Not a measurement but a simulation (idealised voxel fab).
This is a process module. Its name is voxel ribs on slabs.
In the cross-section labelled cut, the width is 245 nm and each square cell is 5 nm.
Bands, listed from the top down, are how a cross-section gets written in this document; the cross-section itself is a grid of square cells, and a band is one or more rows of them.
The band entry comprises the height of the band's top followed by the height of its bottom, expressed in nm, and subsequently the band's materials from left to right, each stated together with its width in nm. Where a single material is marked with the word "throughout", that material fills the band from edge to edge. The word "air" represents empty space.
Note: height 0 marks the level under which the wafer is uniformly one material as received. Lowest band unbounded below, written "top 0, no bottom".
Quick explanation for "30 to 40": the width changes in equal steps down the rows of cells, from the first number in the band's top row to the second number in its bottom row.
"remained the same" (step): cross-section cells unchanged, all of them.
Closed void table: empty space of 8 cells or more with no open way to the top, each as width x height at its distance from the left edge, in nm
Formally, on a step line, whatever follows the settings is a remark that the simulator itself makes on the step.
For masked steps, "overlay nm" on the step line gives how far right of plan the mask actually lay; a minus sign means it lay to the left.

Set out below are the planned steps of the process:
1. RECEIVE (material Si)
2. DIRECTIONAL_DEP (material SiO2; thk nm 20)
3. DIRECTIONAL_DEP (material polySi; thk nm 25)
4. MASKED_ETCH (tone cover; mask id RIB; width nm 30; etch materials polySi; depth nm 5; overlay nm 0)
5. DIRECTIONAL_DEP (material aC; thk nm 15)
6. PATTERN (tone cover; mask id SLAB; material resist; width nm 70; thk nm 30; overlay nm 0)
7. DIRECTIONAL_ETCH (etch materials aC; depth nm 15)
8. STRIP (etch materials resist)
9. DIRECTIONAL_ETCH (etch materials polySi; depth nm 20)
10. STRIP (etch materials aC)
11. FILL_DEP (material SiO2; thk nm 25)
12. CMP (height nm 65)
13. DIRECTIONAL_DEP (material W; thk nm 10)
14. PATTERN (tone cover; mask id HEATER; material resist; width nm 40; thk nm 15; overlay nm 0)
15. DIRECTIONAL_ETCH (etch materials W; depth nm 10)
16. STRIP (etch materials resist)
17. CONFORMAL_DEP (material SiO2; thk nm 10)

Incoming wafer in cross-section (state: after step 1):
top 0, no bottom  Si throughout
Closed void table: none

Module complete - cross-section of the first of two wafers, run according to plan:
top 85, bottom 75  air 90, SiO2 60, air 95
top 75, bottom 65  SiO2 100, W 40, SiO2 105
top 65, bottom 45  SiO2 throughout
top 45, bottom 40  SiO2 105, polySi 30, SiO2 110
top 40, bottom 20  SiO2 85, polySi 70, SiO2 90
top 20, bottom 0  SiO2 throughout
top 0, no bottom  Si throughout
Closed void table: none

End-of-module cross-section of the second wafer: identical starting point and process plan to the first, with one processing mistake:
top 85, bottom 75  air 85, SiO2 60, air 100
top 75, bottom 65  SiO2 95, W 40, SiO2 110
top 65, bottom 45  SiO2 throughout
top 45, bottom 40  SiO2 105, polySi 30, SiO2 110
top 40, bottom 20  SiO2 85, polySi 70, SiO2 90
top 20, bottom 0  SiO2 throughout
top 0, no bottom  Si throughout
Closed void table: none
The plan and the run diverged here: contrary to plan, step 14 was performed as PATTERN (tone cover; mask id HEATER; material resist; width nm 40; thk nm 15; overlay nm -5)
At the end, each material covers as many cells on the second wafer as it does on the first, though the cells it covers are elsewhere.
